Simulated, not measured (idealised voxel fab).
voxel gate over fins: a process module
Square cell edge 5 nm, section width 290 nm, ID cut.
In what follows, cross-sections appear as grids of square cells, described through bands that run from the top down, where every band is one or more rows of cells. Band entry format. Leading values: height of top, height of bottom, nm. Remainder: materials in left-to-right order, each with its width in nm. Special words: "edge to edge" on a single material, which then fills the band edge to edge; "empty", empty space. Beneath 0, the wafer as received is one material, and that level is where height counting begins. The lowest band goes on downward without a bottom; it is written like "top 0, no bottom". Width: "30 to 40" (first number = top row, second number = bottom row, same change from row to row of cells). When a step is marked "nothing altered", none of the cells in the cross-section changed during that step. Empty spaces without an open route to the top, at least 8 cells in extent, make up the entry "Fully enclosed voids"; each is given as width x height at distance, where the distance is measured from the left edge, and all are in nm. What comes after the settings on a step's line is commentary from the simulator itself on that step. The "overlay nm" setting may appear on a step's line; for a step that uses a mask, it gives how far to the right of its planned position the mask lay, and a negative value indicates the left.

### So here's the lineup of process steps we planned
step 1: RECEIVE [material Si]
step 2: CONFORMAL_DEP [material SiN] [thk nm 5]
step 3: DIRECTIONAL_DEP [material aC] [thk nm 15]
step 4: PATTERN [tone cover] [mask id FINS] [material resist] [width nm 15] [pitch nm 60] [thk nm 35] [overlay nm 0]
step 5: DIRECTIONAL_ETCH [etch materials aC] [depth nm 15]
step 6: STRIP [etch materials resist]
step 7: DIRECTIONAL_ETCH [etch materials SiN] [depth nm 5]
step 8: DIRECTIONAL_ETCH [etch materials Si] [depth nm 40]
step 9: STRIP [etch materials aC]
step 10: FILL_DEP [material SiO2] [thk nm 15]
step 11: CMP [height nm 5]
step 12: PATTERN [tone open] [mask id RAIL] [material resist] [width nm 15] [thk nm 15] [overlay nm 0]
step 13: DIRECTIONAL_ETCH [etch materials SiO2] [depth nm 40]
step 14: STRIP [etch materials resist]
step 15: CONFORMAL_DEP [material TiN] [thk nm 5]
step 16: FILL_DEP [material W] [thk nm 5]
step 17: CMP [height nm 5]
step 18: SELECTIVE_ETCH [etch materials W Ru TiN] [depth nm 20]
step 19: FILL_DEP [material SiO2] [thk nm 5]
step 20: CMP [height nm 5]
step 21: SELECTIVE_ETCH [etch materials SiO2] [depth nm 15]
step 22: STRIP [etch materials SiN]
step 23: CONFORMAL_DEP [material HfO2] [thk nm 5]
step 24: CONFORMAL_DEP [material TiN] [thk nm 5]
step 25: FILL_DEP [material W] [thk nm 15]
step 26: CMP [height nm 20]
step 27: CONFORMAL_DEP [material SiCN] [thk nm 10]

### Wafer cross-section on receipt, i.e. after step 1
	top 0, no bottom: Si edge to edge
	Fully enclosed voids: none

### The cross-section shown corresponds to the wafer at the conclusion of the module. The initial structure and the process plan are those presented above; however, one mistake occurred in executing the plan
	top 30, bottom 20: SiCN edge to edge
	top 20, bottom 5: W edge to edge
	top 5, bottom 0: W: 40 / TiN: 25 / W: 35 / TiN: 25 / W: 35 / TiN: 25 / W: 35 / TiN: 25 / W: 45
	top 0, bottom -5: W: 40 / TiN: 5 / Si: 15 / TiN: 5 / W: 35 / TiN: 5 / Si: 15 / TiN: 5 / W: 35 / TiN: 5 / Si: 15 / TiN: 5 / W: 35 / TiN: 5 / Si: 15 / TiN: 5 / W: 45
	top -5, bottom -10: TiN: 45 / Si: 15 / TiN: 45 / Si: 15 / TiN: 45 / Si: 15 / TiN: 45 / Si: 15 / TiN: 50
	top -10, bottom -15: SiO2: 45 / Si: 15 / SiO2: 45 / Si: 15 / SiO2: 45 / Si: 15 / SiO2: 45 / Si: 15 / SiO2: 50
	top -15, bottom -30: SiO2: 45 / Si: 15 / SiO2: 15 / TiN: 5 / W: 5 / TiN: 5 / SiO2: 15 / Si: 15 / SiO2: 45 / Si: 15 / SiO2: 45 / Si: 15 / SiO2: 50
	top -30, bottom -35: SiO2: 45 / Si: 15 / SiO2: 15 / TiN: 15 / SiO2: 15 / Si: 15 / SiO2: 45 / Si: 15 / SiO2: 45 / Si: 15 / SiO2: 50
	top -35, bottom -40: SiO2: 45 / Si: 15 / SiO2: 45 / Si: 15 / SiO2: 45 / Si: 15 / SiO2: 45 / Si: 15 / SiO2: 50
	top -40, no bottom: Si edge to edge
	Fully enclosed voids: none
Processing error: not run: step 23 of the plan (skipped)
